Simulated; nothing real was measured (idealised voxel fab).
process module | voxel ribs on slabs
We display cut, a cross-section 265 nm in width whose square cells are each 5 nm.
Bands, listed from the top down, are how a cross-section gets written in this document; the cross-section itself is a grid of square cells, and a band is one or more rows of them. For a band, the entry starts with two heights in nm, that of the top and then that of the bottom, and carries on with the band's materials in order from left to right, each alongside its width in nm; the word "everywhere" beside a single material means it fills the band edge to edge, and "empty" means empty space. The level at which height equals 0 is the one under which the wafer, as it arrives, is entirely one material. No lower edge exists for the bottom band, which continues downward and is notated as in "0 -> down". The two numbers in a width such as "30->40" mark its ends across the band: the first belongs to the top row of cells, the second to the bottom row, and from each row to the next the width moves by the same amount. For the purposes of this document, the phrase "all unchanged" attached to a step denotes that no cell within the cross-section was modified by that step. "Closed void catalog" contains a list of empty spaces, each no smaller than 8 cells and without an open way to the top, written in the form width x height at distance with the distance from the left edge and all three in nm. Formally, on a step line, whatever follows the settings is a remark that the simulator itself makes on the step. For masked steps, "overlay nm" on the step line gives how far right of plan the mask actually lay; a minus sign means it lay to the left.
[Here's what the planned process steps look like]
| 1 | RECEIVE, material Si |
| 2 | DIRECTIONAL_DEP, material SiO2, thk nm 30 |
| 3 | DIRECTIONAL_DEP, material polySi, thk nm 20 |
| 4 | PATTERN, tone cover, mask id RIB, material resist, width nm 30, thk nm 15, overlay nm 0 |
| 5 | DIRECTIONAL_ETCH, etch materials polySi, depth nm 5 |
| 6 | STRIP, etch materials resist |
| 7 | MASKED_ETCH, tone cover, mask id SLAB, width nm 60, etch materials polySi, depth nm 15, overlay nm -15 |
| 8 | FILL_DEP, material SiO2, thk nm 20 |
| 9 | CMP, height nm 60 |
| 10 | DIRECTIONAL_DEP, material TiN, thk nm 10 |
| 11 | PATTERN, tone cover, mask id HEATER, material resist, width nm 40, thk nm 15, overlay nm 0 |
| 12 | DIRECTIONAL_ETCH, etch materials TiN, depth nm 10 |
| 13 | STRIP, etch materials resist |
| 14 | CONFORMAL_DEP, material SiN, thk nm 10 |
Every wafer here starts from the same state; it is the step 7 overlay nm that distinguishes them, and the value the plan gives belongs to the first wafer.
[Incoming state of the first of several wafers in cross-section: after step 1]
- 0 -> down | Si everywhere
- Closed void catalog: none
[At the end of the module, after its last step, step 14, the first of several wafers appears in cross-section as follows]
- 80 -> 70 | 100 empty | 60 SiN | 105 empty
- 70 -> 60 | 110 SiN | 40 TiN | 115 SiN
- 60 -> 50 | SiO2 everywhere
- 50 -> 45 | 115 SiO2 | 30 polySi | 120 SiO2
- 45 -> 30 | 85 SiO2 | 60 polySi | 120 SiO2
- 30 -> 0 | SiO2 everywhere
- 0 -> down | Si everywhere
- Closed void catalog: none
[last wafer at the end]
- 80 -> 70 | 100 empty | 60 SiN | 105 empty
- 70 -> 60 | 110 SiN | 40 TiN | 115 SiN
- 60 -> 50 | SiO2 everywhere
- 50 -> 45 | 115 SiO2 | 30 polySi | 120 SiO2
- 45 -> 30 | 115 SiO2 | 60 polySi | 90 SiO2
- 30 -> 0 | SiO2 everywhere
- 0 -> down | Si everywhere
- Closed void catalog: none
[The rows of the table below are wafers. Looking at the end of the module, a row counts, for every material, the cells the wafer has gained, shown as (+), or lost, shown as (-), since it was received; its closed voids come next]
overlay nm -15, +114 SiN, +594 SiO2, +16 TiN, +42 polySi, Closed void catalog: none
overlay nm -10, +114 SiN, +594 SiO2, +16 TiN, +42 polySi, Closed void catalog: none
overlay nm -5, +114 SiN, +594 SiO2, +16 TiN, +42 polySi, Closed void catalog: none
overlay nm 0, +114 SiN, +594 SiO2, +16 TiN, +42 polySi, Closed void catalog: none
overlay nm 5, +114 SiN, +594 SiO2, +16 TiN, +42 polySi, Closed void catalog: none
overlay nm 10, +114 SiN, +594 SiO2, +16 TiN, +42 polySi, Closed void catalog: none
overlay nm 15, +114 SiN, +594 SiO2, +16 TiN, +42 polySi, Closed void catalog: none
